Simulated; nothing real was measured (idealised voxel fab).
Process module name: voxel capacitor over wiring
Square cell edge 5 nm, section width 195 nm, ID cut.
Cross-section format: a grid of square cells, given as bands from top to bottom; each band is one or more rows of cells.
It is stipulated that each band's entry specify, in nanometres, the height of the top of the band and then that of its bottom, followed by the materials of the band in left-to-right sequence, each together with its width in nanometres. A single material marked by the word "throughout" is understood to fill the band from edge to edge; the word "empty" is understood to denote empty space.
Heights are expressed relative to 0, this being the level below which the as-received wafer comprises one material exclusively. The lowest band is unbounded in the downward direction and is denoted as in "0 nm and below".
Read "30->40" as a graded width: first number on top, second number at the bottom, same change between each pair of neighbouring rows.
"stayed the same" for a step: no cell of the cross-section changed in that step.
In the "Enclosed void entries" entry, you get each enclosed empty space of 8 cells or more, one with no open way to the top, written width x height at distance, distance from the left edge, in nm.
Anything after a step's settings on that line? It's the simulator's own note about the step.
"overlay nm" answers the question of how far to the right of plan the mask lay on a step that has a mask, and when it is negative the answer is to the left.
Intended process steps
1) RECEIVE with material Si
2) CONFORMAL_DEP with material SiO2, thk nm 10
3) CONFORMAL_DEP with material SiN, thk nm 5
4) DIRECTIONAL_DEP with material lowk, thk nm 15
5) PATTERN with tone open, mask id METAL_1, material resist, width nm 25, pitch nm 95, thk nm 20, overlay nm 0
6) DIRECTIONAL_ETCH with etch materials lowk, depth nm 15
7) DIRECTIONAL_ETCH with etch materials SiN, depth nm 5
8) STRIP with etch materials resist
9) CONFORMAL_DEP with material TiN, thk nm 5
10) FILL_DEP with material Cu, thk nm 5
11) CMP with height nm 30
12) CONFORMAL_DEP with material SiCN, thk nm 5
13) DIRECTIONAL_DEP with material SiO2, thk nm 15
14) MASKED_ETCH with tone open, mask id PLUG_1, width nm 15, etch materials SiO2, depth nm 15, overlay nm 0
15) MASKED_ETCH with tone open, mask id PLUG_1, width nm 15, etch materials SiCN, depth nm 5, overlay nm 0
16) CONFORMAL_DEP with material TiN, thk nm 5
17) FILL_DEP with material Cu, thk nm 5
18) CMP with height nm 50
19) DIRECTIONAL_DEP with material TiN, thk nm 10
20) DIRECTIONAL_DEP with material HfO2, thk nm 5
21) DIRECTIONAL_DEP with material TiN, thk nm 5
22) DIRECTIONAL_DEP with material aC, thk nm 15
23) PATTERN with tone cover, mask id UPPER_PLATE, material resist, width nm 75, thk nm 30, overlay nm 0
24) DIRECTIONAL_ETCH with etch materials aC, depth nm 15
25) STRIP with etch materials resist
26) DIRECTIONAL_ETCH with etch materials TiN, depth nm 5
27) DIRECTIONAL_ETCH with etch materials HfO2, depth nm 5
28) STRIP with etch materials aC
29) PATTERN with tone cover, mask id LOWER_PLATE, material resist, width nm 85, thk nm 15, overlay nm 0
30) DIRECTIONAL_ETCH with etch materials TiN, depth nm 10
31) STRIP with etch materials resist
32) FILL_DEP with material SiO2, thk nm 15
33) CMP with height nm 80
34) PATTERN with tone open, mask id PLUG_2, material resist, width nm 15, thk nm 20, overlay nm 0
35) DIRECTIONAL_ETCH with etch materials SiO2, depth nm 10
36) STRIP with etch materials resist
37) CONFORMAL_DEP with material TiN, thk nm 5
38) FILL_DEP with material W, thk nm 5
39) CMP with height nm 80
40) CONFORMAL_DEP with material SiCN, thk nm 5
As-received state of the wafer in cross-section, equivalent to post-step 1
  0 nm and below: Si throughout
  Enclosed void entries: none
Cross-section: first of two wafers, module finished, run according to plan
  85 nm to 80 nm: SiCN throughout
  80 nm to 75 nm: SiO2 55 nm, TiN 5 nm, W 5 nm, TiN 5 nm, SiO2 125 nm
  75 nm to 65 nm: SiO2 55->45 nm, TiN 15->75 nm, SiO2 125->75 nm
  65 nm to 60 nm: SiO2 45 nm, HfO2 75 nm, SiO2 75 nm
  60 nm to 50 nm: SiO2 40 nm, TiN 85 nm, SiO2 70 nm
  50 nm to 35 nm: SiO2 45 nm, TiN 5 nm, Cu 5 nm, TiN 5 nm, SiO2 135 nm
  35 nm to 30 nm: SiCN 45 nm, TiN 15 nm, SiCN 135 nm
  30 nm to 15 nm: lowk 35 nm, TiN 5 nm, Cu 15 nm, TiN 5 nm, lowk 70 nm, TiN 5 nm, Cu 15 nm, TiN 5 nm, lowk 40 nm
  15 nm to 10 nm: SiN 35 nm, TiN 25 nm, SiN 70 nm, TiN 25 nm, SiN 40 nm
  10 nm to 0 nm: SiO2 throughout
  0 nm and below: Si throughout
  Enclosed void entries: none
Second wafer cross-section at end of module - shared start and plan with the first, one mistake in the run
  85 nm to 80 nm: SiCN throughout
  80 nm to 75 nm: SiO2 55 nm, TiN 5 nm, W 5 nm, TiN 5 nm, SiO2 125 nm
  75 nm to 65 nm: SiO2 55->45 nm, TiN 15->75 nm, SiO2 125->75 nm
  65 nm to 60 nm: SiO2 45 nm, HfO2 75 nm, SiO2 75 nm
  60 nm to 50 nm: SiO2 40 nm, TiN 85 nm, SiO2 70 nm
  50 nm to 35 nm: SiO2 50 nm, Cu 5 nm, SiO2 140 nm
  35 nm to 30 nm: SiCN 45 nm, SiO2 15 nm, SiCN 135 nm
  30 nm to 15 nm: lowk 35 nm, TiN 5 nm, Cu 15 nm, TiN 5 nm, lowk 70 nm, TiN 5 nm, Cu 15 nm, TiN 5 nm, lowk 40 nm
  15 nm to 10 nm: SiN 35 nm, TiN 25 nm, SiN 70 nm, TiN 25 nm, SiN 40 nm
  10 nm to 0 nm: SiO2 throughout
  0 nm and below: Si throughout
  Enclosed void entries: none
Plan not followed: it should be noted that step 16 was executed with settings other than those planned, the operation and settings actually applied being CONFORMAL_DEP with material SiO2, thk nm 5
Upon completion, the second wafer contains, in terms of cells, a greater or smaller amount of certain materials than the first wafer: 9 more of SiO2 | 9 fewer of TiN
